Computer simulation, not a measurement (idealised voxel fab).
The process module presented herein is designated voxel double patterning.
This is section cut - it's 260 nm across, gridded in 5 nm square cells.
Cross-section = grid of square cells, listed top down in bands; band = one or more rows. Look at the band entry: it leads with the top's height and the bottom's height in nm. Then it lists the materials left to right, with a width in nm for each. The word "everywhere" on a single material says that material fills the band edge to edge. The word "air" is empty space. Below 0: as-received wafer, all one material; heights counted from there. Lowest band: no bottom, goes on down, written "z 0 and below". Read "30 to 40" as a graded width: first number on top, second number at the bottom, same change between each pair of neighbouring rows. Any step labelled "nothing got changed" changed none of the cells in the cross-section. The entry "Sealed voids" lists the empty spaces that cover at least 8 cells and have no open path to the top. Each is written as width x height at distance, where the distance is measured from the left edge and all three values are in nm. Where a step's line continues beyond its settings, the continuation is a remark by the simulator itself on that step. Among the settings permitted on a step's line is "overlay nm"; applied to a step with a mask, it specifies the extent to which the mask lay to the right of its planned position, whereas a negative figure signifies a position to the left.
Process steps - plan
1) RECEIVE | material Si
2) CONFORMAL_DEP | material SiO2 | thk nm 5
3) DIRECTIONAL_DEP | material TiN | thk nm 20
4) DIRECTIONAL_DEP | material SiCN | thk nm 10
5) DIRECTIONAL_DEP | material aC | thk nm 15
6) PATTERN | tone open | mask id FIRST | material resist | width nm 15 | pitch nm 50 | thk nm 30 | overlay nm 0
7) DIRECTIONAL_ETCH | etch materials aC | depth nm 15
8) STRIP | etch materials resist
9) DIRECTIONAL_ETCH | etch materials SiCN | depth nm 10
10) STRIP | etch materials aC
11) MASKED_ETCH | tone open | mask id SECOND | width nm 15 | etch materials SiCN | depth nm 10 | overlay nm 0
12) DIRECTIONAL_ETCH | etch materials TiN | depth nm 20
13) STRIP | etch materials SiCN
As-received state of the wafer in cross-section, equivalent to post-step 1
- z 0 and below = Si everywhere
- Sealed voids: none
The plan above was carried out on the starting structure above with one mistake, and this cross-section shows the wafer at the end of the module
- z 30 to 10 = 95 TiN | 15 air | 10 TiN | 15 air | 10 TiN | 15 air | 100 TiN
- z 10 to 5 = TiN everywhere
- z 5 to 0 = SiO2 everywhere
- z 0 and below = Si everywhere
- Sealed voids: none
Which mistake was made when the wafer was run? for step 3, the planned setting was not used; the step was instead run as DIRECTIONAL_DEP | material TiN | thk nm 25
